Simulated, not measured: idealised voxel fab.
The process module that follows is named voxel spacer lines.
For reference, the cross-section in this document is cut, with width 275 nm and square cells of 5 nm.
A cross-section is written here as square cells arranged in a grid, and it is given in bands from the top down, each band taking up one or more rows of cells. The entry gives the band's vertical extent as a top height and a bottom height in nm, then its horizontal make-up as materials from left to right, each with a width in nm. "blank" stands for empty space; a single material marked "throughout" fills the band edge to edge. Heights are reckoned from 0. Under this level, the received wafer is all of one material. The bottommost band is open-ended downward, for example "from 0 down". You'd read "30..40" like this: the band's top row of cells is as wide as the first number, its bottom row is as wide as the second, and going down, every row changes width by the same amount as the row before did. No cell of the cross-section changed in a step that is given as "nothing different". Heads up: "Voids lacking openings" only lists the empty pockets with no open path to the top that are 8 cells or more, and it writes them as width x height at distance, distance from the left edge, in nm. Read whatever lies past the settings on a step's line as the simulator's own remark about the step. overlay nm: for a step with a mask, the amount by which the mask lay right of where it was planned; a negative amount means left of it.

SET OUT BELOW ARE THE PLANNED STEPS OF THE PROCESS
1: RECEIVE | material Si
2: CONFORMAL_DEP | material Al2O3 | thk nm 5
3: DIRECTIONAL_DEP | material polySi | thk nm 15
4: DIRECTIONAL_DEP | material aC | thk nm 20
5: PATTERN | tone cover | mask id MANDREL | material resist | width nm 15 | pitch nm 50 | thk nm 25 | overlay nm 0
6: DIRECTIONAL_ETCH | etch materials aC | depth nm 20
7: STRIP | etch materials resist
8: CONFORMAL_DEP | material SiO2 | thk nm 10
9: DIRECTIONAL_ETCH | etch materials SiO2 | depth nm 10
10: STRIP | etch materials aC
11: DIRECTIONAL_ETCH | etch materials polySi | depth nm 15
12: STRIP | etch materials SiO2

ON THE FIRST OF THE TWO WAFERS: RUN CONDUCTED ACCORDING TO PLAN

CROSS-SECTION, INCOMING MATERIAL, AFTER STEP 1
* from 0 down | Si throughout
* Voids lacking openings: none

TAKE A LOOK AT THE WAFER'S CROSS-SECTION AFTER STEP 2
* from 5 to 0 | Al2O3 throughout
* Whatever lies below 0 is exactly as it was before.

TAKE A LOOK AT THE WAFER'S CROSS-SECTION AFTER STEP 3
* from 20 to 5 | polySi throughout
* Whatever lies below 5 is exactly as it was before.

TAKE A LOOK AT THE WAFER'S CROSS-SECTION AFTER STEP 4
* from 40 to 20 | aC throughout
* Whatever lies below 20 is exactly as it was before.

TAKE A LOOK AT THE WAFER'S CROSS-SECTION AFTER STEP 5
* from 65 to 40 | blank 105, resist 15, blank 35, resist 15, blank 105
* Whatever lies below 40 is exactly as it was before.

TAKE A LOOK AT THE WAFER'S CROSS-SECTION AFTER STEP 6
* from 45 to 40 | blank 105, resist 15, blank 35, resist 15, blank 105
* from 40 to 20 | blank 105, aC 15, blank 35, aC 15, blank 105
* Whatever lies below 20 is exactly as it was before.

TAKE A LOOK AT THE WAFER'S CROSS-SECTION AFTER STEP 7
* from 40 to 20 | blank 105, aC 15, blank 35, aC 15, blank 105
* Whatever lies below 20 is exactly as it was before.

TAKE A LOOK AT THE WAFER'S CROSS-SECTION AFTER STEP 8
* from 50 to 40 | blank 95, SiO2 35, blank 15, SiO2 35, blank 95
* from 40 to 30 | blank 95, SiO2 10, aC 15, SiO2 10, blank 15, SiO2 10, aC 15, SiO2 10, blank 95
* from 30 to 20 | SiO2 105, aC 15, SiO2 35, aC 15, SiO2 105
* Whatever lies below 20 is exactly as it was before.

TAKE A LOOK AT THE WAFER'S CROSS-SECTION AFTER STEP 9
* from 40 to 20 | blank 95, SiO2 10, aC 15, SiO2 10, blank 15, SiO2 10, aC 15, SiO2 10, blank 95
* Whatever lies below 20 is exactly as it was before.

TAKE A LOOK AT THE WAFER'S CROSS-SECTION AFTER STEP 10
* from 40 to 20 | blank 95, SiO2 10, blank 15, SiO2 10, blank 15, SiO2 10, blank 15, SiO2 10, blank 95
* Whatever lies below 20 is exactly as it was before.

TAKE A LOOK AT THE WAFER'S CROSS-SECTION AFTER STEP 11
* from 40 to 20 | blank 95, SiO2 10, blank 15, SiO2 10, blank 15, SiO2 10, blank 15, SiO2 10, blank 95
* from 20 to 5 | blank 95, polySi 10, blank 15, polySi 10, blank 15, polySi 10, blank 15, polySi 10, blank 95
* Whatever lies below 5 is exactly as it was before.

TAKE A LOOK AT THE WAFER'S CROSS-SECTION AFTER STEP 12
* from 20 to 5 | blank 95, polySi 10, blank 15, polySi 10, blank 15, polySi 10, blank 15, polySi 10, blank 95
* Whatever lies below 5 is exactly as it was before.

SECOND WAFER: SAME START AND SAME PLAN AS THE FIRST, ONE EXECUTION ERROR; IDENTICAL TO THE FIRST THROUGH STEP 3

SECOND WAFER PROFILE IN SECTION, AT THE MOMENT STEP 4 OF THE PLAN WAS MEANT TO BE COMPLETE
* from 40 to 20 | Al2O3 throughout
* Whatever lies below 20 is exactly as it was before.

SECOND WAFER PROFILE IN SECTION, AT THE MOMENT STEP 5 OF THE PLAN WAS MEANT TO BE COMPLETE
* from 65 to 40 | blank 105, resist 15, blank 35, resist 15, blank 105
* Whatever lies below 40 is exactly as it was before.

SECOND WAFER PROFILE IN SECTION, AT THE MOMENT STEP 6 OF THE PLAN WAS MEANT TO BE COMPLETE
* from 45 to 40 | blank 105, resist 15, blank 35, resist 15, blank 105
* Whatever lies below 40 is exactly as it was before.

SECOND WAFER PROFILE IN SECTION, AT THE MOMENT STEP 7 OF THE PLAN WAS MEANT TO BE COMPLETE
* from 40 to 20 | Al2O3 throughout
* Whatever lies below 20 is exactly as it was before.

SECOND WAFER PROFILE IN SECTION, AT THE MOMENT STEP 8 OF THE PLAN WAS MEANT TO BE COMPLETE
* from 50 to 40 | SiO2 throughout
* Whatever lies below 40 is exactly as it was before.

SECOND WAFER PROFILE IN SECTION, AT THE MOMENT STEP 9 OF THE PLAN WAS MEANT TO BE COMPLETE
* from 40 to 20 | Al2O3 throughout
* Whatever lies below 20 is exactly as it was before.

Second wafer profile in section, at the moment step 10 of the plan was meant to be complete: nothing different

Second wafer profile in section, at the moment step 11 of the plan was meant to be complete: nothing different

Second wafer profile in section, at the moment step 12 of the plan was meant to be complete: nothing different
Run error: step 4 changed vs plan, executed as DIRECTIONAL_DEP | material Al2O3 | thk nm 20
Final comparison by cell count, materials where the second wafer has more or fewer than the first: 220 more of Al2O3, 141 more of polySi
